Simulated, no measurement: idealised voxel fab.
Process module name: voxel capacitor over wiring
cross-section cut | 260 nm wide | cells 5 nm
Each cross-section below is a grid of square cells, stated as bands in top-down order, with one or more rows of cells making up each band.
The band entry comprises the height of the band's top followed by the height of its bottom, expressed in nm, and subsequently the band's materials from left to right, each stated together with its width in nm. Where a single material is marked with the word "everywhere", that material fills the band from edge to edge. The word "air" represents empty space.
Note: height 0 marks the level under which the wafer is uniformly one material as received. Lowest band unbounded below, written "0 down".
With a width like "30->40", each row of cells in the band differs from the next by the same amount, the top row carrying the first number and the bottom row the second.
"left unchanged" means the step left every cell of the cross-section as it was.
Reported under the label "Fully sealed voids" are the empty spaces having no open way to the top and comprising 8 cells or more; the notation for each is width x height at distance, in which the distance is measured from the left edge and all three values are in nm.
It should be noted that, on the line of a given step, the content following the step's settings is a remark produced by the simulator itself with respect to that step.
A step's line can hold "overlay nm"; with a mask on that step, the setting says how far right of the planned place the mask lay, while a negative setting says it lay to the left.
-- Listed below are the process steps as planned
- 1: op RECEIVE | material Si
- 2: op CONFORMAL_DEP | material SiO2 | thk nm 10
- 3: op CONFORMAL_DEP | material SiN | thk nm 5
- 4: op DIRECTIONAL_DEP | material SiO2 | thk nm 20
- 5: op MASKED_ETCH | tone open | mask id METAL_1 | width nm 15 | pitch nm 75 | etch materials SiO2 | depth nm 20 | overlay nm 0
- 6: op MASKED_ETCH | tone open | mask id METAL_1 | width nm 25 | pitch nm 75 | etch materials SiN | depth nm 5 | overlay nm 0
- 7: op CONFORMAL_DEP | material TiN | thk nm 5
- 8: op FILL_DEP | material Cu | thk nm 5
- 9: op CMP | height nm 35
- 10: op CONFORMAL_DEP | material SiCN | thk nm 5
- 11: op DIRECTIONAL_DEP | material SiO2 | thk nm 20
- 12: op DIRECTIONAL_DEP | material aC | thk nm 10
- 13: op PATTERN | tone open | mask id PLUG_1 | material resist | width nm 15 | thk nm 25 | overlay nm 0
- 14: op DIRECTIONAL_ETCH | etch materials aC | depth nm 10
- 15: op STRIP | etch materials resist
- 16: op DIRECTIONAL_ETCH | etch materials SiO2 | depth nm 20
- 17: op DIRECTIONAL_ETCH | etch materials SiCN | depth nm 5
- 18: op STRIP | etch materials aC
- 19: op EPI | material Ru | thk nm 10
- 20: op EPI | material Ru | thk nm 10
- 21: op EPI | material Ru | thk nm 5
- 22: op DIRECTIONAL_DEP | material TiN | thk nm 5
- 23: op DIRECTIONAL_DEP | material HfO2 | thk nm 5
- 24: op DIRECTIONAL_DEP | material TiN | thk nm 5
- 25: op PATTERN | tone cover | mask id UPPER_PLATE | material resist | width nm 55 | thk nm 20 | overlay nm 0
- 26: op DIRECTIONAL_ETCH | etch materials TiN | depth nm 5
- 27: op DIRECTIONAL_ETCH | etch materials HfO2 | depth nm 5
- 28: op STRIP | etch materials resist
- 29: op PATTERN | tone cover | mask id LOWER_PLATE | material resist | width nm 65 | thk nm 20 | overlay nm 0
- 30: op DIRECTIONAL_ETCH | etch materials TiN | depth nm 5
- 31: op STRIP | etch materials resist
- 32: op FILL_DEP | material SiO2 | thk nm 20
- 33: op CMP | height nm 90
- 34: op DIRECTIONAL_DEP | material aC | thk nm 15
- 35: op PATTERN | tone open | mask id PLUG_2 | material resist | width nm 15 | thk nm 35 | overlay nm 0
- 36: op DIRECTIONAL_ETCH | etch materials aC | depth nm 15
- 37: op STRIP | etch materials resist
- 38: op DIRECTIONAL_ETCH | etch materials SiO2 | depth nm 15
- 39: op STRIP | etch materials aC
- 40: op CONFORMAL_DEP | material TiN | thk nm 5
- 41: op FILL_DEP | material Ru | thk nm 5
- 42: op CMP | height nm 90
- 43: op CONFORMAL_DEP | material SiCN | thk nm 5
For clarity, it should be stated that the wafers under discussion commence in an identical condition and differ with respect to the width nm of step 5, the plan indicating the value that the first wafer had.
-- Cross-section: the first of several wafers in its as-received state, i.e. following step 1
0 down: Si everywhere
Fully sealed voids: none
-- First of several wafers: cross-section at the end of the module, after step 43, its last step
95 to 90: SiCN everywhere
90 to 80: 100 of SiO2  5 of TiN  5 of Ru  5 of TiN  145 of SiO2
80 to 70: 100->90 of SiO2  15->55 of TiN  145->115 of SiO2
70 to 65: 90 of SiO2  55 of HfO2  115 of SiO2
65 to 60: 85 of SiO2  65 of TiN  110 of SiO2
60 to 40: 90 of SiO2  15 of Ru  155 of SiO2
40 to 35: 90 of SiCN  15 of Ru  155 of SiCN
35 to 15: 85 of SiO2  5 of TiN  5 of Cu  5 of TiN  60 of SiO2  5 of TiN  5 of Cu  5 of TiN  85 of SiO2
15 to 10: 85 of SiN  15 of TiN  60 of SiN  15 of TiN  85 of SiN
10 to 0: SiO2 everywhere
0 down: Si everywhere
Fully sealed voids: none
-- Last wafer, end of module, cross-section
95 to 90: SiCN everywhere
90 to 80: 100 of SiO2  5 of TiN  5 of Ru  5 of TiN  145 of SiO2
80 to 70: 100->90 of SiO2  15->55 of TiN  145->115 of SiO2
70 to 65: 90 of SiO2  55 of HfO2  115 of SiO2
65 to 60: 85 of SiO2  65 of TiN  110 of SiO2
60 to 40: 90 of SiO2  15 of Ru  155 of SiO2
40 to 35: 90 of SiCN  15 of Ru  155 of SiCN
35 to 20: 75 of SiO2  5 of TiN  30 of Cu  5 of TiN  35 of SiO2  5 of TiN  30 of Cu  5 of TiN  70 of SiO2
20 to 15: 75 of SiO2  10 of TiN  15 of Cu  15 of TiN  35 of SiO2  10 of TiN  15 of Cu  15 of TiN  70 of SiO2
15 to 10: 80 of SiN  25 of TiN  50 of SiN  25 of TiN  80 of SiN
10 to 0: SiO2 everywhere
0 down: Si everywhere
Fully sealed voids: none
-- Basically each wafer gets a line in the table, showing it at the end of the module: material by material, the cells it gained (+) or lost (-) since we got it, then its closed voids
width nm 15, +8 Cu, +11 HfO2, +17 Ru, +101 SiCN, +46 SiN, +752 SiO2, +53 TiN, Fully sealed voids: none
width nm 20, +16 Cu, +11 HfO2, +17 Ru, +101 SiCN, +44 SiN, +744 SiO2, +55 TiN, Fully sealed voids: none
width nm 25, +24 Cu, +11 HfO2, +17 Ru, +101 SiCN, +42 SiN, +736 SiO2, +57 TiN, Fully sealed voids: none
width nm 30, +30 Cu, +11 HfO2, +17 Ru, +101 SiCN, +42 SiN, +728 SiO2, +59 TiN, Fully sealed voids: none
width nm 35, +36 Cu, +11 HfO2, +17 Ru, +101 SiCN, +42 SiN, +720 SiO2, +61 TiN, Fully sealed voids: none
width nm 40, +42 Cu, +11 HfO2, +17 Ru, +101 SiCN, +42 SiN, +712 SiO2, +63 TiN, Fully sealed voids: none
